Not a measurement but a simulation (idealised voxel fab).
You're looking at the process module voxel wiring stack.
We display cut, a cross-section 195 nm in width whose square cells are each 5 nm.
Cross-section = grid of square cells, listed top down in bands; band = one or more rows. Top height, bottom height, nm. Materials left to right, width each, nm. Single material + "everywhere" = fills band edge to edge. "blank" = empty. Heights are measured from 0, the level below which the as-received wafer is all one material; the lowest band has no bottom and continues downward, written as in "0 and below". Quick explanation for "30..40": the width changes in equal steps down the rows of cells, from the first number in the band's top row to the second number in its bottom row. It should be understood that the words "no modifications", when stated for a given step, signify that the cross-section underwent no change in any of its cells during that step. "Closed empty spaces" enumerates empty spaces isolated from the top, with no open way to it, that contain at least 8 cells, giving each as width x height at distance from the left edge, all three in nm. Anything after a step's settings on that line? It's the simulator's own note about the step. Steps that use a mask can have "overlay nm" on their line. It says how far the mask sat to the right of where it was meant to be. Negative means to the left.

## Set out below are the planned steps of the process
| 1 | RECEIVE | material Si |
| 2 | CONFORMAL_DEP | material SiO2 | thk nm 10 |
| 3 | DIRECTIONAL_DEP | material TiN | thk nm 5 |
| 4 | DIRECTIONAL_DEP | material W | thk nm 20 |
| 5 | MASKED_ETCH | tone cover | mask id METAL_1 | width nm 25 | pitch nm 40 | etch materials W | depth nm 20 | overlay nm 0 |
| 6 | MASKED_ETCH | tone cover | mask id METAL_1 | width nm 25 | pitch nm 40 | etch materials TiN | depth nm 5 | overlay nm 0 |
| 7 | CONFORMAL_DEP | material SiN | thk nm 5 |
| 8 | FILL_DEP | material lowk | thk nm 5 |
| 9 | CMP | height nm 35 |
| 10 | CONFORMAL_DEP | material SiCN | thk nm 5 |
| 11 | DIRECTIONAL_DEP | material lowk | thk nm 15 |
| 12 | MASKED_ETCH | tone open | mask id PLUG_1 | width nm 15 | pitch nm 40 | etch materials lowk | depth nm 15 | overlay nm 0 |
| 13 | MASKED_ETCH | tone open | mask id PLUG_1 | width nm 15 | pitch nm 40 | etch materials SiCN | depth nm 5 | overlay nm 0 |
| 14 | EPI | material Ru | thk nm 10 |
| 15 | EPI | material Ru | thk nm 10 |
| 16 | CONFORMAL_DEP | material SiCN | thk nm 5 |
| 17 | DIRECTIONAL_DEP | material SiO2 | thk nm 20 |
| 18 | PATTERN | tone open | mask id METAL_2 | material resist | width nm 25 | pitch nm 40 | thk nm 20 | overlay nm 0 |
| 19 | DIRECTIONAL_ETCH | etch materials SiO2 | depth nm 20 |
| 20 | DIRECTIONAL_ETCH | etch materials SiCN | depth nm 5 |
| 21 | STRIP | etch materials resist |
| 22 | CONFORMAL_DEP | material TiN | thk nm 5 |
| 23 | FILL_DEP | material Ru | thk nm 5 |
| 24 | CMP | height nm 80 |
| 25 | CONFORMAL_DEP | material SiCN | thk nm 5 |

## Received-state cross-section, reflecting completion of step 1
    0 and below | Si everywhere
    Closed empty spaces: none

## first wafer at the end, as planned
    85 down to 80 | SiCN everywhere
    80 down to 60 | SiO2=25 / TiN=5 / Ru=15 / TiN=5 / SiO2=15 / TiN=5 / Ru=15 / TiN=5 / SiO2=15 / TiN=5 / Ru=15 / TiN=5 / SiO2=15 / TiN=5 / Ru=15 / TiN=5 / SiO2=25
    60 down to 55 | SiCN=25 / TiN=25 / SiCN=15 / TiN=25 / SiCN=15 / TiN=25 / SiCN=15 / TiN=25 / SiCN=25
    55 down to 40 | lowk=25 / Ru=15 / lowk=25 / Ru=15 / lowk=25 / Ru=15 / lowk=25 / Ru=15 / lowk=35
    40 down to 35 | SiCN=25 / Ru=15 / SiCN=25 / Ru=15 / SiCN=25 / Ru=15 / SiCN=25 / Ru=15 / SiCN=35
    35 down to 15 | lowk=20 / SiN=5 / W=25 / SiN=5 / lowk=5 / SiN=5 / W=25 / SiN=5 / lowk=5 / SiN=5 / W=25 / SiN=5 / lowk=5 / SiN=5 / W=25 / SiN=5 / lowk=20
    15 down to 10 | SiN=25 / TiN=25 / SiN=15 / TiN=25 / SiN=15 / TiN=25 / SiN=15 / TiN=25 / SiN=25
    10 down to 0 | SiO2 everywhere
    0 and below | Si everywhere
    Closed empty spaces: none

## The second wafer, shown in cross-section after the module: started the same way as the first and given the same plan, yet one mistake crept into how it was run
    85 down to 80 | SiCN everywhere
    80 down to 65 | SiO2=25 / TiN=5 / Ru=15 / TiN=5 / SiO2=15 / TiN=5 / Ru=15 / TiN=5 / SiO2=15 / TiN=5 / Ru=15 / TiN=5 / SiO2=15 / TiN=5 / Ru=15 / TiN=5 / SiO2=25
    65 down to 60 | SiCN=25 / TiN=25 / SiCN=15 / TiN=25 / SiCN=15 / TiN=25 / SiCN=15 / TiN=25 / SiCN=25
    60 down to 45 | lowk=25 / SiCN=5 / TiN=5 / SiCN=5 / lowk=25 / SiCN=5 / TiN=5 / SiCN=5 / lowk=25 / SiCN=5 / TiN=5 / SiCN=5 / lowk=25 / SiCN=5 / TiN=5 / SiCN=5 / lowk=35
    45 down to 40 | SiCN=30 / TiN=5 / SiCN=35 / TiN=5 / SiCN=35 / TiN=5 / SiCN=35 / TiN=5 / SiCN=40
    40 down to 35 | lowk=20 / SiN=35 / lowk=5 / SiN=35 / lowk=5 / SiN=35 / lowk=5 / SiN=35 / lowk=20
    35 down to 15 | lowk=20 / SiN=5 / W=25 / SiN=5 / lowk=5 / SiN=5 / W=25 / SiN=5 / lowk=5 / SiN=5 / W=25 / SiN=5 / lowk=5 / SiN=5 / W=25 / SiN=5 / lowk=20
    15 down to 10 | SiN=25 / TiN=25 / SiN=15 / TiN=25 / SiN=15 / TiN=25 / SiN=15 / TiN=25 / SiN=25
    10 down to 0 | SiO2 everywhere
    0 and below | Si everywhere
    Closed empty spaces: none
Which mistake was made when the wafer was run? heads up, step 9 didn't go per plan, it actually ran as CMP | height nm 40
Final wafer comparison in cells, second versus first, more or fewer per material: Ru -60, SiCN +32, SiN +28, SiO2 -19, TiN +8, lowk +11
